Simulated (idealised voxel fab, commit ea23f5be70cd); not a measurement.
Herein follows the process module entitled voxel self aligned vias.
The cross-section shown here is cut; it is 210 nm wide and divided into square cells measuring 5 nm on a side.
Cross-section, as written here: a square-cell grid given band by band from the top down, where a band holds one or more rows of cells. This entry defines a band. It first specifies the height of the band's top and the height of its bottom in nm, and then specifies the band's materials from left to right, stating each material with its width in nm. The word "full width" identifies a single material that fills the band from edge to edge, while the word "empty" identifies empty space. Counting heights begins at 0, where everything beneath is, in the wafer as received, one material. The lowest band has no bottom; it goes on downwards, as "0 down" shows. When a width is written as two numbers, as in "30 to 40", the first number is the width in the top row of cells of the band and the second is the width in its bottom row, and the width changes by the same amount from each row to the next. "remains unaltered" -> step changed no cross-section cell. If an empty space has no open way to the top and is at least 8 cells in size, "Unvented voids" lists it, written width x height at distance, where distance is measured from the left edge and every value is in nm. That trailing text on a step's line, after the settings, is the simulator's own remark on the step. When a step includes a mask, the "overlay nm" setting on its line states how far to the right of its planned place that mask lay, and negative values state how far to the left.
[Steps in the process plan]
step 1: op RECEIVE | material Si
step 2: op CONFORMAL_DEP | material SiO2 | thk nm 10
step 3: op CONFORMAL_DEP | material SiCN | thk nm 5
step 4: op DIRECTIONAL_DEP | material lowk | thk nm 25
step 5: op PATTERN | tone open | mask id LINES | material resist | width nm 25 | pitch nm 55 | thk nm 15 | overlay nm 0
step 6: op DIRECTIONAL_ETCH | etch materials lowk | depth nm 25
step 7: op STRIP | etch materials resist
step 8: op CONFORMAL_DEP | material TiN | thk nm 5
step 9: op FILL_DEP | material Ru | thk nm 5
step 10: op CMP | height nm 40
step 11: op SELECTIVE_ETCH | etch materials W Ru TiN | depth nm 10
step 12: op FILL_DEP | material SiN | thk nm 5
step 13: op CMP | height nm 40
step 14: op DIRECTIONAL_DEP | material lowk | thk nm 20
step 15: op MASKED_ETCH | tone open | mask id VIAS | width nm 35 | pitch nm 55 | etch materials lowk | depth nm 20 | overlay nm 0
step 16: op MASKED_ETCH | tone open | mask id VIAS | width nm 35 | pitch nm 55 | etch materials SiN | depth nm 10 | overlay nm 0
step 17: op CONFORMAL_DEP | material TiN | thk nm 5
step 18: op FILL_DEP | material Ru | thk nm 5
step 19: op CMP | height nm 60
step 20: op CONFORMAL_DEP | material SiN | thk nm 5
[as received, after step 1]
  0 down: Si full width
  Unvented voids: none
[The first of the two wafers as seen in cross-section once the module was finished; processing followed the plan]
  65 to 60: SiN full width
  60 to 45: 30 of lowk, then 5 of TiN, then 25 of Ru, then 5 of TiN, then 20 of lowk, then 5 of TiN, then 25 of Ru, then 5 of TiN, then 20 of lowk, then 5 of TiN, then 25 of Ru, then 5 of TiN, then 35 of lowk
  45 to 35: 30 to 35 of lowk, then 10 to 5 of TiN, then 15 of Ru, then 10 to 5 of TiN, then 20 to 30 of lowk, then 10 to 5 of TiN, then 15 of Ru, then 10 to 5 of TiN, then 20 to 30 of lowk, then 10 to 5 of TiN, then 15 of Ru, then 10 to 5 of TiN, then 35 to 40 of lowk
  35 to 30: 35 of lowk, then 25 of TiN, then 30 of lowk, then 25 of TiN, then 30 of lowk, then 25 of TiN, then 40 of lowk
  30 to 20: 35 of lowk, then 5 of TiN, then 15 of Ru, then 5 of TiN, then 30 of lowk, then 5 of TiN, then 15 of Ru, then 5 of TiN, then 30 of lowk, then 5 of TiN, then 15 of Ru, then 5 of TiN, then 40 of lowk
  20 to 15: 35 of lowk, then 25 of TiN, then 30 of lowk, then 25 of TiN, then 30 of lowk, then 25 of TiN, then 40 of lowk
  15 to 10: SiCN full width
  10 to 0: SiO2 full width
  0 down: Si full width
  Unvented voids: none
[Now the second wafer, cross-sectioned at the end of the module. Nothing different at the start, nothing different in the plan compared with the first, just one mistake when it was actually run]
  75 to 60: SiN full width
  60 to 45: 30 of lowk, then 5 of TiN, then 25 of Ru, then 5 of TiN, then 20 of lowk, then 5 of TiN, then 25 of Ru, then 5 of TiN, then 20 of lowk, then 5 of TiN, then 25 of Ru, then 5 of TiN, then 35 of lowk
  45 to 35: 30 to 35 of lowk, then 10 to 5 of TiN, then 15 of Ru, then 10 to 5 of TiN, then 20 to 30 of lowk, then 10 to 5 of TiN, then 15 of Ru, then 10 to 5 of TiN, then 20 to 30 of lowk, then 10 to 5 of TiN, then 15 of Ru, then 10 to 5 of TiN, then 35 to 40 of lowk
  35 to 30: 35 of lowk, then 25 of TiN, then 30 of lowk, then 25 of TiN, then 30 of lowk, then 25 of TiN, then 40 of lowk
  30 to 20: 35 of lowk, then 5 of TiN, then 15 of Ru, then 5 of TiN, then 30 of lowk, then 5 of TiN, then 15 of Ru, then 5 of TiN, then 30 of lowk, then 5 of TiN, then 15 of Ru, then 5 of TiN, then 40 of lowk
  20 to 15: 35 of lowk, then 25 of TiN, then 30 of lowk, then 25 of TiN, then 30 of lowk, then 25 of TiN, then 40 of lowk
  15 to 10: SiCN full width
  10 to 0: SiO2 full width
  0 down: Si full width
  Unvented voids: none
Diagnosis: step 20 was processed under conditions differing from the plan, specifically as op CONFORMAL_DEP | material SiN | thk nm 15
Final tally in cells, some materials are higher or lower on the second wafer than on the first: SiN: 84 more
